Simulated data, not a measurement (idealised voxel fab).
Process module name: voxel transistor to metal
Section cut is 185 nm wide and gridded with 5 nm square cells.
This document writes a cross-section as a grid whose cells are square, and gives it as bands, listed from the top down; one or more rows of cells form a band. The entry gives the band's vertical extent as a top height and a bottom height in nm, then its horizontal make-up as materials from left to right, each with a width in nm. "blank" stands for empty space; a single material marked "edge to edge" fills the band edge to edge. The level at which height equals 0 is the one under which the wafer, as it arrives, is entirely one material. No lower edge exists for the bottom band, which continues downward and is notated as in "0..down". Width "30..40": first value at the band's top row of cells, second value at its bottom row, equal change from row to row. It should be understood that the words "remains unaltered", when stated for a given step, signify that the cross-section underwent no change in any of its cells during that step. Entry "Trapped cavities". Content: empty spaces with no open connection to the top, size 8 cells or greater. Each: width x height at distance. Distance: from left edge. Unit: nm. That trailing text on a step's line, after the settings, is the simulator's own remark on the step. overlay nm: how far to the right of its planned place the mask lay on this masked step (negative: to the left).

Process steps foreseen in the plan:
1) RECEIVE with material Si
2) CONFORMAL_DEP with material SiO2, thk nm 5
3) CONFORMAL_DEP with material SiN, thk nm 10
4) MASKED_ETCH with tone cover, mask id ACTIVE, width nm 95, etch materials SiN, depth nm 10, overlay nm 0
5) MASKED_ETCH with tone cover, mask id ACTIVE, width nm 95, etch materials SiO2, depth nm 5, overlay nm 0
6) MASKED_ETCH with tone cover, mask id ACTIVE, width nm 95, etch materials Si, depth nm 30, overlay nm 0
7) FILL_DEP with material SiO2, thk nm 10
8) CMP with height nm 15
9) SELECTIVE_ETCH with etch materials SiO2, depth nm 5
10) STRIP with etch materials SiN
11) SELECTIVE_ETCH with etch materials SiO2, depth nm 5
12) OXIDIZE with depth nm 5
13) DIRECTIONAL_DEP with material polySi, thk nm 30
14) DIRECTIONAL_DEP with material SiCN, thk nm 10
15) MASKED_ETCH with tone cover, mask id GATE, width nm 15, etch materials SiCN, depth nm 20, overlay nm 0
16) MASKED_ETCH with tone cover, mask id GATE, width nm 15, etch materials polySi, depth nm 40, overlay nm 0
17) CONFORMAL_DEP with material SiN, thk nm 10
18) DIRECTIONAL_ETCH with etch materials SiN, depth nm 10
19) DIRECTIONAL_ETCH with etch materials SiO2, depth nm 5
20) DIRECTIONAL_ETCH with etch materials Si, depth nm 10
21) EPI with material nSi, thk nm 10
22) FILL_DEP with material SiO2, thk nm 10
23) CMP with height nm 40
24) DIRECTIONAL_DEP with material SiO2, thk nm 10
25) PATTERN with tone open, mask id CONTACT, material resist, width nm 30, pitch nm 55, thk nm 20, overlay nm 0
26) DIRECTIONAL_ETCH with etch materials SiO2, depth nm 55
27) STRIP with etch materials resist
28) CONFORMAL_DEP with material TiN, thk nm 5
29) FILL_DEP with material Ru, thk nm 5
30) CMP with height nm 50
31) DIRECTIONAL_DEP with material TiN, thk nm 5
32) DIRECTIONAL_DEP with material W, thk nm 15
33) PATTERN with tone cover, mask id METAL_1, material resist, width nm 20, pitch nm 65, thk nm 20, overlay nm 0
34) DIRECTIONAL_ETCH with etch materials W, depth nm 15
35) DIRECTIONAL_ETCH with etch materials TiN, depth nm 5
36) STRIP with etch materials resist
37) CONFORMAL_DEP with material SiCN, thk nm 5
38) FILL_DEP with material SiO2, thk nm 5
39) CMP with height nm 70
40) CONFORMAL_DEP with material SiN, thk nm 5

The cross-section here shows the wafer as received, i.e. in its state after step 1:
  0..down = Si edge to edge
  Trapped cavities: none

End-of-module cross-section of the first of two wafers, processed as planned:
  75..70 = SiN edge to edge
  70..55 = SiO2 45 nm, then SiCN 5 nm, then W 20 nm, then SiCN 5 nm, then SiO2 35 nm, then SiCN 5 nm, then W 20 nm, then SiCN 5 nm, then SiO2 45 nm
  55..50 = SiCN 50 nm, then TiN 20 nm, then SiCN 45 nm, then TiN 20 nm, then SiCN 50 nm
  50..40 = SiO2 50 nm, then TiN 5 nm, then Ru 20..15 nm, then TiN 5..10 nm, then SiO2 25 nm, then TiN 5..10 nm, then Ru 20..15 nm, then TiN 5 nm, then SiO2 50 nm
  40..30 = SiO2 50 nm, then TiN 5 nm, then Ru 15 nm, then TiN 5 nm, then SiN 10 nm, then SiCN 15 nm, then SiN 10 nm, then TiN 5 nm, then Ru 15 nm, then TiN 5 nm, then SiO2 50 nm
  30..10 = SiO2 50 nm, then TiN 5 nm, then Ru 15 nm, then TiN 5 nm, then SiN 10 nm, then polySi 15 nm, then SiN 10 nm, then TiN 5 nm, then Ru 15 nm, then TiN 5 nm, then SiO2 50 nm
  10..5 = SiO2 50 nm, then TiN 25 nm, then SiN 10 nm, then polySi 15 nm, then SiN 10 nm, then TiN 25 nm, then SiO2 50 nm
  5..0 = SiO2 40 nm, then SiN 10 nm, then nSi 10 nm, then TiN 5 nm, then nSi 10 nm, then SiN 10 nm, then polySi 15 nm, then SiN 10 nm, then nSi 10 nm, then TiN 5 nm, then nSi 10 nm, then SiN 10 nm, then SiO2 40 nm
  0..-5 = SiO2 50 nm, then nSi 10 nm, then TiN 5 nm, then nSi 10 nm, then SiO2 35 nm, then nSi 10 nm, then TiN 5 nm, then nSi 10 nm, then SiO2 50 nm
  -5..-15 = SiO2 45 nm, then Si 5 nm, then nSi 25 nm, then Si 35 nm, then nSi 25 nm, then Si 5 nm, then SiO2 45 nm
  -15..-30 = SiO2 45 nm, then Si 95 nm, then SiO2 45 nm
  -30..down = Si edge to edge
  Trapped cavities: none

Now the second wafer, cross-sectioned at the end of the module. Nothing different at the start, nothing different in the plan compared with the first, just one mistake when it was actually run:
  75..70 = SiN edge to edge
  70..55 = SiO2 55 nm, then SiCN 5 nm, then W 20 nm, then SiCN 5 nm, then SiO2 35 nm, then SiCN 5 nm, then W 20 nm, then SiCN 5 nm, then SiO2 35 nm
  55..50 = SiCN 60 nm, then TiN 20 nm, then SiCN 45 nm, then TiN 20 nm, then SiCN 40 nm
  50..40 = SiO2 50 nm, then TiN 5 nm, then Ru 20..15 nm, then TiN 5..10 nm, then SiO2 25 nm, then TiN 5..10 nm, then Ru 20..15 nm, then TiN 5 nm, then SiO2 50 nm
  40..30 = SiO2 50 nm, then TiN 5 nm, then Ru 15 nm, then TiN 5 nm, then SiN 10 nm, then SiCN 15 nm, then SiN 10 nm, then TiN 5 nm, then Ru 15 nm, then TiN 5 nm, then SiO2 50 nm
  30..10 = SiO2 50 nm, then TiN 5 nm, then Ru 15 nm, then TiN 5 nm, then SiN 10 nm, then polySi 15 nm, then SiN 10 nm, then TiN 5 nm, then Ru 15 nm, then TiN 5 nm, then SiO2 50 nm
  10..5 = SiO2 50 nm, then TiN 25 nm, then SiN 10 nm, then polySi 15 nm, then SiN 10 nm, then TiN 25 nm, then SiO2 50 nm
  5..0 = SiO2 40 nm, then SiN 10 nm, then nSi 10 nm, then TiN 5 nm, then nSi 10 nm, then SiN 10 nm, then polySi 15 nm, then SiN 10 nm, then nSi 10 nm, then TiN 5 nm, then nSi 10 nm, then SiN 10 nm, then SiO2 40 nm
  0..-5 = SiO2 50 nm, then nSi 10 nm, then TiN 5 nm, then nSi 10 nm, then SiO2 35 nm, then nSi 10 nm, then TiN 5 nm, then nSi 10 nm, then SiO2 50 nm
  -5..-15 = SiO2 45 nm, then Si 5 nm, then nSi 25 nm, then Si 35 nm, then nSi 25 nm, then Si 5 nm, then SiO2 45 nm
  -15..-30 = SiO2 45 nm, then Si 95 nm, then SiO2 45 nm
  -30..down = Si edge to edge
  Trapped cavities: none
Which mistake was made when the wafer was run? contrary to plan, step 33 was performed as PATTERN with tone cover, mask id METAL_1, material resist, width nm 20, pitch nm 65, thk nm 20, overlay nm 10
Cell counts per material: same on both final wafers. Positions: different.
